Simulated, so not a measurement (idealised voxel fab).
Module name: voxel transistor to metal (process module)
Section cut is 190 nm wide and gridded with 5 nm square cells.
Just so we're on the same page, the cross-sections are grids of square cells, and they're listed out in bands top to bottom, each band one or more rows deep. Quick guide to a band line: top height, bottom height (nm) up front; then every material left to right with its width in nm. Only one material and it's marked "throughout"? Then it fills the band edge to edge. And "air" just means empty space. All heights in this document are referenced to 0, defined as the level beneath which the wafer, as received, consists entirely of one material. The lowest band is not bounded below; it extends indefinitely downward and is written in the form "0 -> down". When a width is written as two numbers, as in "30 to 40", the first number is the width in the top row of cells of the band and the second is the width in its bottom row, and the width changes by the same amount from each row to the next. The designation "remains unaltered", where it is given for a processing step, indicates that no cell of the cross-section was altered in the course of that step. "closed voids" - sealed voids, min. 8 cells, no opening to top; format: width x height at distance (distance from left edge; nm throughout). Whatever follows a step's settings on its line is a remark the simulator itself makes about that step. When a step includes a mask, the "overlay nm" setting on its line states how far to the right of its planned place that mask lay, and negative values state how far to the left.

-- The planned process steps are enumerated hereunder
| 1 | RECEIVE: material Si |
| 2 | OXIDIZE: depth nm 5 |
| 3 | CONFORMAL_DEP: material SiN, thk nm 15 |
| 4 | PATTERN: tone cover, mask id ACTIVE, material resist, width nm 115, thk nm 20, overlay nm 0 |
| 5 | DIRECTIONAL_ETCH: etch materials SiN, depth nm 15 |
| 6 | DIRECTIONAL_ETCH: etch materials SiO2, depth nm 5 |
| 7 | DIRECTIONAL_ETCH: etch materials Si, depth nm 30 |
| 8 | STRIP: etch materials resist |
| 9 | OXIDIZE: depth nm 5 |
| 10 | FILL_DEP: material SiO2, thk nm 15 |
| 11 | CMP: height nm 15 |
| 12 | SELECTIVE_ETCH: etch materials SiO2, depth nm 15 |
| 13 | STRIP: etch materials SiN |
| 14 | SELECTIVE_ETCH: etch materials SiO2, depth nm 5 |
| 15 | OXIDIZE: depth nm 5 |
| 16 | DIRECTIONAL_DEP: material polySi, thk nm 20 |
| 17 | DIRECTIONAL_DEP: material SiCN, thk nm 15 |
| 18 | DIRECTIONAL_DEP: material aC, thk nm 15 |
| 19 | PATTERN: tone cover, mask id GATE, material resist, width nm 35, thk nm 35, overlay nm 0 |
| 20 | DIRECTIONAL_ETCH: etch materials aC, depth nm 15 |
| 21 | STRIP: etch materials resist |
| 22 | DIRECTIONAL_ETCH: etch materials SiCN, depth nm 25 |
| 23 | DIRECTIONAL_ETCH: etch materials polySi, depth nm 30 |
| 24 | STRIP: etch materials aC |
| 25 | CONFORMAL_DEP: material SiN, thk nm 10 |
| 26 | DIRECTIONAL_ETCH: etch materials SiN, depth nm 10 |
| 27 | DIRECTIONAL_ETCH: etch materials SiO2, depth nm 5 |
| 28 | DIRECTIONAL_ETCH: etch materials Si, depth nm 15 |
| 29 | EPI: material SiGe, thk nm 15 |
| 30 | FILL_DEP: material SiO2, thk nm 5 |
| 31 | CMP: height nm 15 |
| 32 | STRIP: etch materials polySi |
| 33 | SELECTIVE_ETCH: etch materials SiO2, depth nm 5 |
| 34 | CONFORMAL_DEP: material HfO2, thk nm 5 |
| 35 | CONFORMAL_DEP: material TiN, thk nm 5 |
| 36 | FILL_DEP: material W, thk nm 10 |
| 37 | CMP: height nm 10 |
| 38 | DIRECTIONAL_DEP: material SiO2, thk nm 10 |
| 39 | DIRECTIONAL_DEP: material aC, thk nm 15 |
| 40 | PATTERN: tone open, mask id CONTACT, material resist, width nm 15, pitch nm 80, thk nm 30, overlay nm 0 |
| 41 | DIRECTIONAL_ETCH: etch materials aC, depth nm 15 |
| 42 | STRIP: etch materials resist |
| 43 | DIRECTIONAL_ETCH: etch materials SiO2, depth nm 30 |
| 44 | STRIP: etch materials aC |
| 45 | CONFORMAL_DEP: material TiN, thk nm 5 |
| 46 | FILL_DEP: material Ru, thk nm 5 |
| 47 | CMP: height nm 20 |
| 48 | CONFORMAL_DEP: material SiCN, thk nm 5 |
| 49 | DIRECTIONAL_DEP: material SiO2, thk nm 25 |
| 50 | MASKED_ETCH: tone open, mask id METAL_1, width nm 15, pitch nm 80, etch materials SiO2, depth nm 25, overlay nm 0 |
| 51 | MASKED_ETCH: tone open, mask id METAL_1, width nm 15, pitch nm 80, etch materials SiCN, depth nm 5, overlay nm 0 |
| 52 | CONFORMAL_DEP: material TiN, thk nm 5 |
| 53 | FILL_DEP: material Cu, thk nm 10 |
| 54 | CMP: height nm 50 |
| 55 | CONFORMAL_DEP: material SiCN, thk nm 5 |

-- First wafer out of two, processed as planned

-- Wafer cross-section on receipt, i.e. after step 1
> 0 -> down: Si throughout
> closed voids: none

-- Wafer xsec, post step 2
> 0 -> -5: SiO2 throughout
> Beneath the level -5, the cross-section is identical to its previous state.

-- Wafer xsec, post step 3
> 15 -> 0: SiN throughout
> Beneath the level 0, the cross-section is identical to its previous state.

-- Wafer xsec, post step 4
> 35 -> 15: air 35 / resist 115 / air 40
> Beneath the level 15, the cross-section is identical to its previous state.

-- Wafer xsec, post step 5
> 35 -> 15: air 35 / resist 115 / air 40
> 15 -> 0: air 35 / SiN 115 / air 40
> Beneath the level 0, the cross-section is identical to its previous state.

-- Wafer xsec, post step 6
> 35 -> 15: air 35 / resist 115 / air 40
> 15 -> 0: air 35 / SiN 115 / air 40
> 0 -> -5: air 35 / SiO2 115 / air 40
> Beneath the level -5, the cross-section is identical to its previous state.

-- Wafer xsec, post step 7
> 35 -> 15: air 35 / resist 115 / air 40
> 15 -> 0: air 35 / SiN 115 / air 40
> 0 -> -5: air 35 / SiO2 115 / air 40
> -5 -> -35: air 35 / Si 115 / air 40
> Beneath the level -35, the cross-section is identical to its previous state.

-- Wafer xsec, post step 8
> 15 -> 0: air 35 / SiN 115 / air 40
> Beneath the level 0, the cross-section is identical to its previous state.

-- Wafer xsec, post step 9
> 15 -> 0: air 35 / SiN 115 / air 40
> 0 -> -5: air 35 / SiO2 115 / air 40
> -5 -> -35: air 35 / SiO2 5 / Si 105 / SiO2 5 / air 40
> -35 -> -40: SiO2 40 / Si 105 / SiO2 45
> Beneath the level -40, the cross-section is identical to its previous state.

-- Wafer xsec, post step 10
> 30 -> 15: SiO2 throughout
> 15 -> 0: SiO2 35 / SiN 115 / SiO2 40
> 0 -> -5: SiO2 throughout
> -5 -> -40: SiO2 40 / Si 105 / SiO2 45
> Beneath the level -40, the cross-section is identical to its previous state.

-- Wafer xsec, post step 11
> 15 -> 0: SiO2 35 / SiN 115 / SiO2 40
> Beneath the level 0, the cross-section is identical to its previous state.

-- Wafer xsec, post step 12
> 15 -> 0: air 35 / SiN 115 / air 40
> Beneath the level 0, the cross-section is identical to its previous state.

-- Wafer xsec, post step 13
> 0 -> -5: SiO2 throughout
> Beneath the level -5, the cross-section is identical to its previous state.

-- Wafer xsec, post step 14
> -5 -> -40: SiO2 40 / Si 105 / SiO2 45
> Beneath the level -40, the cross-section is identical to its previous state.

-- Wafer xsec, post step 15
> -5 -> -10: SiO2 throughout
> Beneath the level -10, the cross-section is identical to its previous state.

-- Wafer xsec, post step 16
> 15 -> -5: polySi throughout
> Beneath the level -5, the cross-section is identical to its previous state.

-- Wafer xsec, post step 17
> 30 -> 15: SiCN throughout
> Beneath the level 15, the cross-section is identical to its previous state.

-- Wafer xsec, post step 18
> 45 -> 30: aC throughout
> Beneath the level 30, the cross-section is identical to its previous state.

-- Wafer xsec, post step 19
> 80 -> 45: air 75 / resist 35 / air 80
> Beneath the level 45, the cross-section is identical to its previous state.

-- Wafer xsec, post step 20
> 65 -> 45: air 75 / resist 35 / air 80
> 45 -> 30: air 75 / aC 35 / air 80
> Beneath the level 30, the cross-section is identical to its previous state.

-- Wafer xsec, post step 21
> 45 -> 30: air 75 / aC 35 / air 80
> Beneath the level 30, the cross-section is identical to its previous state.

-- Wafer xsec, post step 22
> 45 -> 30: air 75 / aC 35 / air 80
> 30 -> 15: air 75 / SiCN 35 / air 80
> Beneath the level 15, the cross-section is identical to its previous state.

-- Wafer xsec, post step 23
> 45 -> 30: air 75 / aC 35 / air 80
> 30 -> 15: air 75 / SiCN 35 / air 80
> 15 -> -5: air 75 / polySi 35 / air 80
> Beneath the level -5, the cross-section is identical to its previous state.

-- Wafer xsec, post step 24
> 30 -> 15: air 75 / SiCN 35 / air 80
> Beneath the level 15, the cross-section is identical to its previous state.

-- Wafer xsec, post step 25
> 40 -> 30: air 65 / SiN 55 / air 70
> 30 -> 15: air 65 / SiN 10 / SiCN 35 / SiN 10 / air 70
> 15 -> 5: air 65 / SiN 10 / polySi 35 / SiN 10 / air 70
> 5 -> -5: SiN 75 / polySi 35 / SiN 80
> Beneath the level -5, the cross-section is identical to its previous state.

-- Wafer xsec, post step 26
> 30 -> 15: air 65 / SiN 10 / SiCN 35 / SiN 10 / air 70
> 15 -> -5: air 65 / SiN 10 / polySi 35 / SiN 10 / air 70
> Beneath the level -5, the cross-section is identical to its previous state.

-- Wafer xsec, post step 27
> 30 -> 15: air 65 / SiN 10 / SiCN 35 / SiN 10 / air 70
> 15 -> -5: air 65 / SiN 10 / polySi 35 / SiN 10 / air 70
> -5 -> -10: air 65 / SiO2 55 / air 70
> Beneath the level -10, the cross-section is identical to its previous state.

-- Wafer xsec, post step 28
> 30 -> 15: air 65 / SiN 10 / SiCN 35 / SiN 10 / air 70
> 15 -> -5: air 65 / SiN 10 / polySi 35 / SiN 10 / air 70
> -5 -> -10: air 65 / SiO2 55 / air 70
> -10 -> -25: SiO2 40 / air 25 / Si 55 / air 25 / SiO2 45
> Beneath the level -25, the cross-section is identical to its previous state.

-- Wafer xsec, post step 29
> 30 -> 15: air 65 / SiN 10 / SiCN 35 / SiN 10 / air 70
> 15 -> 5: air 65 / SiN 10 / polySi 35 / SiN 10 / air 70
> 5 -> -5: air 50 / SiGe 15 / SiN 10 / polySi 35 / SiN 10 / SiGe 15 / air 55
> -5 -> -10: air 50 / SiGe 15 / SiO2 55 / SiGe 15 / air 55
> -10 -> -25: SiO2 40 / SiGe 25 / Si 55 / SiGe 25 / SiO2 45
> Beneath the level -25, the cross-section is identical to its previous state.

-- Wafer xsec, post step 30
> 35 -> 30: SiO2 throughout
> 30 -> 15: SiO2 65 / SiN 10 / SiCN 35 / SiN 10 / SiO2 70
> 15 -> 5: SiO2 65 / SiN 10 / polySi 35 / SiN 10 / SiO2 70
> 5 -> -5: SiO2 50 / SiGe 15 / SiN 10 / polySi 35 / SiN 10 / SiGe 15 / SiO2 55
> -5 -> -10: SiO2 50 / SiGe 15 / SiO2 55 / SiGe 15 / SiO2 55
> Beneath the level -10, the cross-section is identical to its previous state.

-- Wafer xsec, post step 31
> 15 -> 5: SiO2 65 / SiN 10 / polySi 35 / SiN 10 / SiO2 70
> Beneath the level 5, the cross-section is identical to its previous state.

-- Wafer xsec, post step 32
> 15 -> 5: SiO2 65 / SiN 10 / air 35 / SiN 10 / SiO2 70
> 5 -> -5: SiO2 50 / SiGe 15 / SiN 10 / air 35 / SiN 10 / SiGe 15 / SiO2 55
> Beneath the level -5, the cross-section is identical to its previous state.

-- Wafer xsec, post step 33
> 15 -> 10: air 65 / SiN 10 / air 35 / SiN 10 / air 70
> 10 -> 5: SiO2 65 / SiN 10 / air 35 / SiN 10 / SiO2 70
> 5 -> -5: SiO2 50 / SiGe 15 / SiN 10 / air 35 / SiN 10 / SiGe 15 / SiO2 55
> -5 -> -10: SiO2 50 / SiGe 15 / SiO2 5 / air 45 / SiO2 5 / SiGe 15 / SiO2 55
> Beneath the level -10, the cross-section is identical to its previous state.

-- Wafer xsec, post step 34
> 20 -> 15: air 60 / HfO2 20 / air 25 / HfO2 20 / air 65
> 15 -> 10: HfO2 65 / SiN 10 / HfO2 5 / air 25 / HfO2 5 / SiN 10 / HfO2 70
> 10 -> 5: SiO2 65 / SiN 10 / HfO2 5 / air 25 / HfO2 5 / SiN 10 / SiO2 70
> 5 -> -5: SiO2 50 / SiGe 15 / SiN 10 / HfO2 5 / air 25 / HfO2 5 / SiN 10 / SiGe 15 / SiO2 55
> -5 -> -10: SiO2 50 / SiGe 15 / SiO2 5 / HfO2 45 / SiO2 5 / SiGe 15 / SiO2 55
> Beneath the level -10, the cross-section is identical to its previous state.

-- Wafer xsec, post step 35
> 25 -> 20: air 55 / TiN 30 / air 15 / TiN 30 / air 60
> 20 -> 15: TiN 60 / HfO2 20 / TiN 5 / air 15 / TiN 5 / HfO2 20 / TiN 65
> 15 -> 10: HfO2 65 / SiN 10 / HfO2 5 / TiN 5 / air 15 / TiN 5 / HfO2 5 / SiN 10 / HfO2 70
> 10 -> 5: SiO2 65 / SiN 10 / HfO2 5 / TiN 5 / air 15 / TiN 5 / HfO2 5 / SiN 10 / SiO2 70
> 5 -> 0: SiO2 50 / SiGe 15 / SiN 10 / HfO2 5 / TiN 5 / air 15 / TiN 5 / HfO2 5 / SiN 10 / SiGe 15 / SiO2 55
> 0 -> -5: SiO2 50 / SiGe 15 / SiN 10 / HfO2 5 / TiN 25 / HfO2 5 / SiN 10 / SiGe 15 / SiO2 55
> Beneath the level -5, the cross-section is identical to its previous state.

-- Wafer xsec, post step 36
> 35 -> 25: W throughout
> 25 -> 20: W 55 / TiN 30 / W 15 / TiN 30 / W 60
> 20 -> 15: TiN 60 / HfO2 20 / TiN 5 / W 15 / TiN 5 / HfO2 20 / TiN 65
> 15 -> 10: HfO2 65 / SiN 10 / HfO2 5 / TiN 5 / W 15 / TiN 5 / HfO2 5 / SiN 10 / HfO2 70
> 10 -> 5: SiO2 65 / SiN 10 / HfO2 5 / TiN 5 / W 15 / TiN 5 / HfO2 5 / SiN 10 / SiO2 70
> 5 -> 0: SiO2 50 / SiGe 15 / SiN 10 / HfO2 5 / TiN 5 / W 15 / TiN 5 / HfO2 5 / SiN 10 / SiGe 15 / SiO2 55
> Beneath the level 0, the cross-section is identical to its previous state.

-- Wafer xsec, post step 37
> 10 -> 5: SiO2 65 / SiN 10 / HfO2 5 / TiN 5 / W 15 / TiN 5 / HfO2 5 / SiN 10 / SiO2 70
> Beneath the level 5, the cross-section is identical to its previous state.

-- Wafer xsec, post step 38
> 20 -> 10: SiO2 throughout
> Beneath the level 10, the cross-section is identical to its previous state.

-- Wafer xsec, post step 39
> 35 -> 20: aC throughout
> Beneath the level 20, the cross-section is identical to its previous state.

-- Wafer xsec, post step 40
> 65 -> 35: resist 45 / air 15 / resist 65 / air 15 / resist 50
> Beneath the level 35, the cross-section is identical to its previous state.

-- Wafer xsec, post step 41
> 50 -> 35: resist 45 / air 15 / resist 65 / air 15 / resist 50
> 35 -> 20: aC 45 / air 15 / aC 65 / air 15 / aC 50
> Beneath the level 20, the cross-section is identical to its previous state.

-- Wafer xsec, post step 42
> 35 -> 20: aC 45 / air 15 / aC 65 / air 15 / aC 50
> Beneath the level 20, the cross-section is identical to its previous state.

-- Wafer xsec, post step 43
> 35 -> 20: aC 45 / air 15 / aC 65 / air 15 / aC 50
> 20 -> 10: SiO2 45 / air 15 / SiO2 65 / air 15 / SiO2 50
> 10 -> 5: SiO2 45 / air 15 / SiO2 5 / SiN 10 / HfO2 5 / TiN 5 / W 15 / TiN 5 / HfO2 5 / SiN 10 / SiO2 5 / air 15 / SiO2 50
> 5 -> 0: SiO2 45 / air 5 / SiGe 15 / SiN 10 / HfO2 5 / TiN 5 / W 15 / TiN 5 / HfO2 5 / SiN 10 / SiGe 15 / air 5 / SiO2 50
> 0 -> -5: SiO2 45 / air 5 / SiGe 15 / SiN 10 / HfO2 5 / TiN 25 / HfO2 5 / SiN 10 / SiGe 15 / air 5 / SiO2 50
> -5 -> -10: SiO2 45 / air 5 / SiGe 15 / SiO2 5 / HfO2 45 / SiO2 5 / SiGe 15 / air 5 / SiO2 50
> Beneath the level -10, the cross-section is identical to its previous state.

-- Wafer xsec, post step 44
> 20 -> 10: SiO2 45 / air 15 / SiO2 65 / air 15 / SiO2 50
> Beneath the level 10, the cross-section is identical to its previous state.

-- Wafer xsec, post step 45
> 25 -> 20: TiN 50 / air 5 / TiN 75 / air 5 / TiN 55
> 20 -> 10: SiO2 45 / TiN 5 / air 5 / TiN 5 / SiO2 65 / TiN 5 / air 5 / TiN 5 / SiO2 50
> 10 -> 5: SiO2 45 / TiN 15 / SiO2 5 / SiN 10 / HfO2 5 / TiN 5 / W 15 / TiN 5 / HfO2 5 / SiN 10 / SiO2 5 / TiN 15 / SiO2 50
> 5 -> 0: SiO2 45 / TiN 5 / SiGe 15 / SiN 10 / HfO2 5 / TiN 5 / W 15 / TiN 5 / HfO2 5 / SiN 10 / SiGe 15 / TiN 5 / SiO2 50
> 0 -> -5: SiO2 45 / TiN 5 / SiGe 15 / SiN 10 / HfO2 5 / TiN 25 / HfO2 5 / SiN 10 / SiGe 15 / TiN 5 / SiO2 50
> -5 -> -10: SiO2 45 / TiN 5 / SiGe 15 / SiO2 5 / HfO2 45 / SiO2 5 / SiGe 15 / TiN 5 / SiO2 50
> Beneath the level -10, the cross-section is identical to its previous state.

-- Wafer xsec, post step 46
> 30 -> 25: Ru throughout
> 25 -> 20: TiN 50 / Ru 5 / TiN 75 / Ru 5 / TiN 55
> 20 -> 10: SiO2 45 / TiN 5 / Ru 5 / TiN 5 / SiO2 65 / TiN 5 / Ru 5 / TiN 5 / SiO2 50
> Beneath the level 10, the cross-section is identical to its previous state.

-- Wafer xsec, post step 47
> 20 -> 10: SiO2 45 / TiN 5 / Ru 5 / TiN 5 / SiO2 65 / TiN 5 / Ru 5 / TiN 5 / SiO2 50
> Beneath the level 10, the cross-section is identical to its previous state.

-- Wafer xsec, post step 48
> 25 -> 20: SiCN throughout
> Beneath the level 20, the cross-section is identical to its previous state.

-- Wafer xsec, post step 49
> 50 -> 25: SiO2 throughout
> Beneath the level 25, the cross-section is identical to its previous state.

-- Wafer xsec, post step 50
> 50 -> 25: SiO2 45 / air 15 / SiO2 65 / air 15 / SiO2 50
> Beneath the level 25, the cross-section is identical to its previous state.

-- Wafer xsec, post step 51
> 50 -> 25: SiO2 45 / air 15 / SiO2 65 / air 15 / SiO2 50
> 25 -> 20: SiCN 45 / air 15 / SiCN 65 / air 15 / SiCN 50
> Beneath the level 20, the cross-section is identical to its previous state.

-- Wafer xsec, post step 52
> 55 -> 50: TiN 50 / air 5 / TiN 75 / air 5 / TiN 55
> 50 -> 25: SiO2 45 / TiN 5 / air 5 / TiN 5 / SiO2 65 / TiN 5 / air 5 / TiN 5 / SiO2 50
> 25 -> 20: SiCN 45 / TiN 15 / SiCN 65 / TiN 15 / SiCN 50
> Beneath the level 20, the cross-section is identical to its previous state.

-- Wafer xsec, post step 53
> 65 -> 55: Cu throughout
> 55 -> 50: TiN 50 / Cu 5 / TiN 75 / Cu 5 / TiN 55
> 50 -> 25: SiO2 45 / TiN 5 / Cu 5 / TiN 5 / SiO2 65 / TiN 5 / Cu 5 / TiN 5 / SiO2 50
> Beneath the level 25, the cross-section is identical to its previous state.

-- Wafer xsec, post step 54
> 50 -> 25: SiO2 45 / TiN 5 / Cu 5 / TiN 5 / SiO2 65 / TiN 5 / Cu 5 / TiN 5 / SiO2 50
> Beneath the level 25, the cross-section is identical to its previous state.

-- Wafer xsec, post step 55
> 55 -> 50: SiCN throughout
> Beneath the level 50, the cross-section is identical to its previous state.

-- Second wafer: same start and same plan as the first, one execution error; identical to the first through step 28

-- Second wafer profile in section, at the moment step 29 of the plan was meant to be complete
> 30 -> 20: air 65 / SiN 10 / SiCN 35 / SiN 10 / air 70
> 20 -> 15: air 35 / SiGe 30 / SiN 10 / SiCN 35 / SiN 10 / SiGe 30 / air 40
> 15 -> 5: air 35 / SiGe 30 / SiN 10 / polySi 35 / SiN 10 / SiGe 30 / air 40
> 5 -> -5: air 25 / SiGe 40 / SiN 10 / polySi 35 / SiN 10 / SiGe 40 / air 30
> -5 -> -10: air 25 / SiGe 40 / SiO2 55 / SiGe 40 / air 30
> -10 -> -25: SiO2 40 / SiGe 25 / Si 55 / SiGe 25 / SiO2 45
> Beneath the level -25, the cross-section is identical to its previous state.

-- Second wafer profile in section, at the moment step 30 of the plan was meant to be complete
> 35 -> 30: SiO2 throughout
> 30 -> 20: SiO2 65 / SiN 10 / SiCN 35 / SiN 10 / SiO2 70
> 20 -> 15: SiO2 35 / SiGe 30 / SiN 10 / SiCN 35 / SiN 10 / SiGe 30 / SiO2 40
> 15 -> 5: SiO2 35 / SiGe 30 / SiN 10 / polySi 35 / SiN 10 / SiGe 30 / SiO2 40
> 5 -> -5: SiO2 25 / SiGe 40 / SiN 10 / polySi 35 / SiN 10 / SiGe 40 / SiO2 30
> -5 -> -10: SiO2 25 / SiGe 40 / SiO2 55 / SiGe 40 / SiO2 30
> Beneath the level -10, the cross-section is identical to its previous state.

-- Second wafer profile in section, at the moment step 31 of the plan was meant to be complete
> 15 -> 5: SiO2 35 / SiGe 30 / SiN 10 / polySi 35 / SiN 10 / SiGe 30 / SiO2 40
> Beneath the level 5, the cross-section is identical to its previous state.

-- Second wafer profile in section, at the moment step 32 of the plan was meant to be complete
> 15 -> 5: SiO2 35 / SiGe 30 / SiN 10 / air 35 / SiN 10 / SiGe 30 / SiO2 40
> 5 -> -5: SiO2 25 / SiGe 40 / SiN 10 / air 35 / SiN 10 / SiGe 40 / SiO2 30
> Beneath the level -5, the cross-section is identical to its previous state.

-- Second wafer profile in section, at the moment step 33 of the plan was meant to be complete
> 15 -> 10: air 35 / SiGe 30 / SiN 10 / air 35 / SiN 10 / SiGe 30 / air 40
> 10 -> 5: SiO2 35 / SiGe 30 / SiN 10 / air 35 / SiN 10 / SiGe 30 / SiO2 40
> 5 -> -5: SiO2 25 / SiGe 40 / SiN 10 / air 35 / SiN 10 / SiGe 40 / SiO2 30
> -5 -> -10: SiO2 25 / SiGe 40 / SiO2 5 / air 45 / SiO2 5 / SiGe 40 / SiO2 30
> Beneath the level -10, the cross-section is identical to its previous state.

-- Second wafer profile in section, at the moment step 34 of the plan was meant to be complete
> 20 -> 15: air 30 / HfO2 50 / air 25 / HfO2 50 / air 35
> 15 -> 10: HfO2 35 / SiGe 30 / SiN 10 / HfO2 5 / air 25 / HfO2 5 / SiN 10 / SiGe 30 / HfO2 40
> 10 -> 5: SiO2 35 / SiGe 30 / SiN 10 / HfO2 5 / air 25 / HfO2 5 / SiN 10 / SiGe 30 / SiO2 40
> 5 -> -5: SiO2 25 / SiGe 40 / SiN 10 / HfO2 5 / air 25 / HfO2 5 / SiN 10 / SiGe 40 / SiO2 30
> -5 -> -10: SiO2 25 / SiGe 40 / SiO2 5 / HfO2 45 / SiO2 5 / SiGe 40 / SiO2 30
> Beneath the level -10, the cross-section is identical to its previous state.

-- Second wafer profile in section, at the moment step 35 of the plan was meant to be complete
> 25 -> 20: air 25 / TiN 60 / air 15 / TiN 60 / air 30
> 20 -> 15: TiN 30 / HfO2 50 / TiN 5 / air 15 / TiN 5 / HfO2 50 / TiN 35
> 15 -> 10: HfO2 35 / SiGe 30 / SiN 10 / HfO2 5 / TiN 5 / air 15 / TiN 5 / HfO2 5 / SiN 10 / SiGe 30 / HfO2 40
> 10 -> 0: SiO2 35 to 25 / SiGe 30 to 40 / SiN 10 / HfO2 5 / TiN 5 / air 15 / TiN 5 / HfO2 5 / SiN 10 / SiGe 30 to 40 / SiO2 40 to 30
> 0 -> -5: SiO2 25 / SiGe 40 / SiN 10 / HfO2 5 / TiN 25 / HfO2 5 / SiN 10 / SiGe 40 / SiO2 30
> Beneath the level -5, the cross-section is identical to its previous state.

-- Second wafer profile in section, at the moment step 36 of the plan was meant to be complete
> 35 -> 25: W throughout
> 25 -> 20: W 25 / TiN 60 / W 15 / TiN 60 / W 30
> 20 -> 15: TiN 30 / HfO2 50 / TiN 5 / W 15 / TiN 5 / HfO2 50 / TiN 35
> 15 -> 10: HfO2 35 / SiGe 30 / SiN 10 / HfO2 5 / TiN 5 / W 15 / TiN 5 / HfO2 5 / SiN 10 / SiGe 30 / HfO2 40
> 10 -> 0: SiO2 35 to 25 / SiGe 30 to 40 / SiN 10 / HfO2 5 / TiN 5 / W 15 / TiN 5 / HfO2 5 / SiN 10 / SiGe 30 to 40 / SiO2 40 to 30
> Beneath the level 0, the cross-section is identical to its previous state.

-- Second wafer profile in section, at the moment step 37 of the plan was meant to be complete
> 10 -> 0: SiO2 35 to 25 / SiGe 30 to 40 / SiN 10 / HfO2 5 / TiN 5 / W 15 / TiN 5 / HfO2 5 / SiN 10 / SiGe 30 to 40 / SiO2 40 to 30
> Beneath the level 0, the cross-section is identical to its previous state.

-- Second wafer profile in section, at the moment step 38 of the plan was meant to be complete
> 20 -> 10: SiO2 throughout
> Beneath the level 10, the cross-section is identical to its previous state.

-- Second wafer profile in section, at the moment step 39 of the plan was meant to be complete
> 35 -> 20: aC throughout
> Beneath the level 20, the cross-section is identical to its previous state.

-- Second wafer profile in section, at the moment step 40 of the plan was meant to be complete
> 65 -> 35: resist 45 / air 15 / resist 65 / air 15 / resist 50
> Beneath the level 35, the cross-section is identical to its previous state.

-- Second wafer profile in section, at the moment step 41 of the plan was meant to be complete
> 50 -> 35: resist 45 / air 15 / resist 65 / air 15 / resist 50
> 35 -> 20: aC 45 / air 15 / aC 65 / air 15 / aC 50
> Beneath the level 20, the cross-section is identical to its previous state.

-- Second wafer profile in section, at the moment step 42 of the plan was meant to be complete
> 35 -> 20: aC 45 / air 15 / aC 65 / air 15 / aC 50
> Beneath the level 20, the cross-section is identical to its previous state.

-- Second wafer profile in section, at the moment step 43 of the plan was meant to be complete
> 35 -> 20: aC 45 / air 15 / aC 65 / air 15 / aC 50
> 20 -> 10: SiO2 45 / air 15 / SiO2 65 / air 15 / SiO2 50
> Beneath the level 10, the cross-section is identical to its previous state.

-- Second wafer profile in section, at the moment step 44 of the plan was meant to be complete
> 20 -> 10: SiO2 45 / air 15 / SiO2 65 / air 15 / SiO2 50
> Beneath the level 10, the cross-section is identical to its previous state.

-- Second wafer profile in section, at the moment step 45 of the plan was meant to be complete
> 25 -> 20: TiN 50 / air 5 / TiN 75 / air 5 / TiN 55
> 20 -> 15: SiO2 45 / TiN 5 / air 5 / TiN 5 / SiO2 65 / TiN 5 / air 5 / TiN 5 / SiO2 50
> 15 -> 10: SiO2 45 / TiN 15 / SiO2 65 / TiN 15 / SiO2 50
> Beneath the level 10, the cross-section is identical to its previous state.

-- Second wafer profile in section, at the moment step 46 of the plan was meant to be complete
> 30 -> 25: Ru throughout
> 25 -> 20: TiN 50 / Ru 5 / TiN 75 / Ru 5 / TiN 55
> 20 -> 15: SiO2 45 / TiN 5 / Ru 5 / TiN 5 / SiO2 65 / TiN 5 / Ru 5 / TiN 5 / SiO2 50
> Beneath the level 15, the cross-section is identical to its previous state.

-- Second wafer profile in section, at the moment step 47 of the plan was meant to be complete
> 20 -> 15: SiO2 45 / TiN 5 / Ru 5 / TiN 5 / SiO2 65 / TiN 5 / Ru 5 / TiN 5 / SiO2 50
> Beneath the level 15, the cross-section is identical to its previous state.

-- Second wafer profile in section, at the moment step 48 of the plan was meant to be complete
> 25 -> 20: SiCN throughout
> Beneath the level 20, the cross-section is identical to its previous state.

-- Second wafer profile in section, at the moment step 49 of the plan was meant to be complete
> 50 -> 25: SiO2 throughout
> Beneath the level 25, the cross-section is identical to its previous state.

-- Second wafer profile in section, at the moment step 50 of the plan was meant to be complete
> 50 -> 25: SiO2 45 / air 15 / SiO2 65 / air 15 / SiO2 50
> Beneath the level 25, the cross-section is identical to its previous state.

-- Second wafer profile in section, at the moment step 51 of the plan was meant to be complete
> 50 -> 25: SiO2 45 / air 15 / SiO2 65 / air 15 / SiO2 50
> 25 -> 20: SiCN 45 / air 15 / SiCN 65 / air 15 / SiCN 50
> Beneath the level 20, the cross-section is identical to its previous state.

-- Second wafer profile in section, at the moment step 52 of the plan was meant to be complete
> 55 -> 50: TiN 50 / air 5 / TiN 75 / air 5 / TiN 55
> 50 -> 25: SiO2 45 / TiN 5 / air 5 / TiN 5 / SiO2 65 / TiN 5 / air 5 / TiN 5 / SiO2 50
> 25 -> 20: SiCN 45 / TiN 15 / SiCN 65 / TiN 15 / SiCN 50
> Beneath the level 20, the cross-section is identical to its previous state.

-- Second wafer profile in section, at the moment step 53 of the plan was meant to be complete
> 65 -> 55: Cu throughout
> 55 -> 50: TiN 50 / Cu 5 / TiN 75 / Cu 5 / TiN 55
> 50 -> 25: SiO2 45 / TiN 5 / Cu 5 / TiN 5 / SiO2 65 / TiN 5 / Cu 5 / TiN 5 / SiO2 50
> Beneath the level 25, the cross-section is identical to its previous state.

-- Second wafer profile in section, at the moment step 54 of the plan was meant to be complete
> 50 -> 25: SiO2 45 / TiN 5 / Cu 5 / TiN 5 / SiO2 65 / TiN 5 / Cu 5 / TiN 5 / SiO2 50
> Beneath the level 25, the cross-section is identical to its previous state.

-- Second wafer profile in section, at the moment step 55 of the plan was meant to be complete
> 55 -> 50: SiCN throughout
> Beneath the level 50, the cross-section is identical to its previous state.
What broke from the plan during processing? twice, step 29 of the plan was run
at the end the second wafer has, in cells: Ru: 2 fewer, SiGe: 42 more, SiO2: 30 fewer, TiN: 10 fewer
